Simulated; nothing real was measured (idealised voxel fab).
process module | voxel gate over fins
cross-section cut | 170 nm wide | cells 5 nm
A cross-section is a grid of square cells, given in bands from the top down. A band is one or more rows of cells.
Each band's line starts with the height of the band's top and of its bottom, in nm. Then come its materials from left to right, each with its width in nm. One material with "throughout" fills the band from edge to edge. "air" is empty space.
Height 0 is the level under which the wafer as received is all one material. The lowest band goes on downwards, as in "0 down".
A width such as "30 to 40" changes by the same amount from each row of cells to the next, from the band's top row to its bottom row.
"no change" after a step means that no cell of the cross-section changed.
closed voids: empty space of 8 cells or more with no open way to the top, each as width x height at its distance from the left edge, in nm
after a step's settings: what the simulator itself notes on the step
overlay nm, on a step with a mask: how far to the right of its planned place the mask lay; to the left if negative
plan
1 op RECEIVE | material Si
2 op CONFORMAL_DEP | material SiN | thk nm 5
3 op DIRECTIONAL_DEP | material aC | thk nm 10
4 op PATTERN | tone cover | mask id FINS | material resist | width nm 15 | pitch nm 60 | thk nm 25 | overlay nm 0
5 op DIRECTIONAL_ETCH | etch materials aC | depth nm 10
6 op STRIP | etch materials resist
7 op DIRECTIONAL_ETCH | etch materials SiN | depth nm 5
8 op DIRECTIONAL_ETCH | etch materials Si | depth nm 30
9 op STRIP | etch materials aC
10 op OXIDIZE | depth nm 5
11 op FILL_DEP | material SiO2 | thk nm 5
12 op CMP | height nm 5
13 op DIRECTIONAL_DEP | material aC | thk nm 15
14 op PATTERN | tone open | mask id RAIL | material resist | width nm 15 | thk nm 30 | overlay nm 0
15 op DIRECTIONAL_ETCH | etch materials aC | depth nm 15
16 op STRIP | etch materials resist
17 op DIRECTIONAL_ETCH | etch materials SiO2 | depth nm 30
18 op STRIP | etch materials aC
19 op CONFORMAL_DEP | material TiN | thk nm 5
20 op FILL_DEP | material W | thk nm 10
21 op CMP | height nm 5
22 op SELECTIVE_ETCH | etch materials W Ru TiN | depth nm 25
23 op FILL_DEP | material SiO2 | thk nm 5
24 op CMP | height nm 5
25 op SELECTIVE_ETCH | etch materials SiO2 | depth nm 20
26 op STRIP | etch materials SiN
27 op CONFORMAL_DEP | material HfO2 | thk nm 5
28 op CONFORMAL_DEP | material TiN | thk nm 5
29 op FILL_DEP | material W | thk nm 10
30 op CMP | height nm 15
31 op CONFORMAL_DEP | material SiCN | thk nm 10
as received, after step 1
  0 down: Si throughout
  closed voids: none
first wafer at the end, as planned
  25 to 15: SiCN throughout
  15 to 10: W throughout
  10 to 5: W 10 | TiN 25 | W 35 | TiN 25 | W 35 | TiN 25 | W 15
  5 to 0: W 10 | TiN 5 | HfO2 15 | TiN 5 | W 35 | TiN 5 | HfO2 15 | TiN 5 | W 35 | TiN 5 | HfO2 15 | TiN 5 | W 15
  0 to -5: W 10 | TiN 5 | HfO2 5 | Si 5 | HfO2 5 | TiN 5 | W 35 | TiN 5 | HfO2 5 | Si 5 | HfO2 5 | TiN 5 | W 35 | TiN 5 | HfO2 5 | Si 5 | HfO2 5 | TiN 5 | W 15
  -5 to -10: TiN 15 | HfO2 5 | Si 5 | HfO2 5 | TiN 45 | HfO2 5 | Si 5 | HfO2 5 | TiN 45 | HfO2 5 | Si 5 | HfO2 5 | TiN 20
  -10 to -15: HfO2 20 | Si 5 | HfO2 55 | Si 5 | HfO2 55 | Si 5 | HfO2 25
  -15 to -20: SiO2 20 | Si 5 | SiO2 55 | Si 5 | SiO2 55 | Si 5 | SiO2 25
  -20 to -25: SiO2 20 | Si 5 | SiO2 20 | TiN 15 | SiO2 20 | Si 5 | SiO2 55 | Si 5 | SiO2 25
  -25 to -35: SiO2 20 | Si 5 | SiO2 55 | Si 5 | SiO2 55 | Si 5 | SiO2 25
  -35 down: Si throughout
  closed voids: none
second wafer at the end: like start, like plan, one mistake
  25 to 15: SiCN throughout
  15 to 10: W throughout
  10 to 5: W 10 | TiN 25 | W 35 | TiN 25 | W 35 | TiN 25 | W 15
  5 to 0: W 10 | TiN 5 | HfO2 15 | TiN 5 | W 35 | TiN 5 | HfO2 15 | TiN 5 | W 35 | TiN 5 | HfO2 15 | TiN 5 | W 15
  0 to -5: W 10 | TiN 5 | HfO2 5 | Si 5 | HfO2 5 | TiN 5 | W 35 | TiN 5 | HfO2 5 | Si 5 | HfO2 5 | TiN 5 | W 35 | TiN 5 | HfO2 5 | Si 5 | HfO2 5 | TiN 5 | W 15
  -5 to -10: TiN 15 | HfO2 5 | Si 5 | HfO2 5 | TiN 45 | HfO2 5 | Si 5 | HfO2 5 | TiN 45 | HfO2 5 | Si 5 | HfO2 5 | TiN 20
  -10 to -15: HfO2 20 | Si 5 | HfO2 55 | Si 5 | HfO2 55 | Si 5 | HfO2 25
  -15 to -20: SiO2 20 | Si 5 | SiO2 55 | Si 5 | SiO2 55 | Si 5 | SiO2 25
  -20 to -25: SiO2 20 | Si 5 | SiO2 15 | TiN 25 | SiO2 15 | Si 5 | SiO2 55 | Si 5 | SiO2 25
  -25 to -35: SiO2 20 | Si 5 | SiO2 55 | Si 5 | SiO2 55 | Si 5 | SiO2 25
  -35 down: Si throughout
  closed voids: none
what went wrong: step 14 ran as: op PATTERN | tone open | mask id RAIL | material resist | width nm 25 | thk nm 30 | overlay nm 0
at the end the second wafer has, in cells: 2 fewer of SiO2 | 2 more of TiN
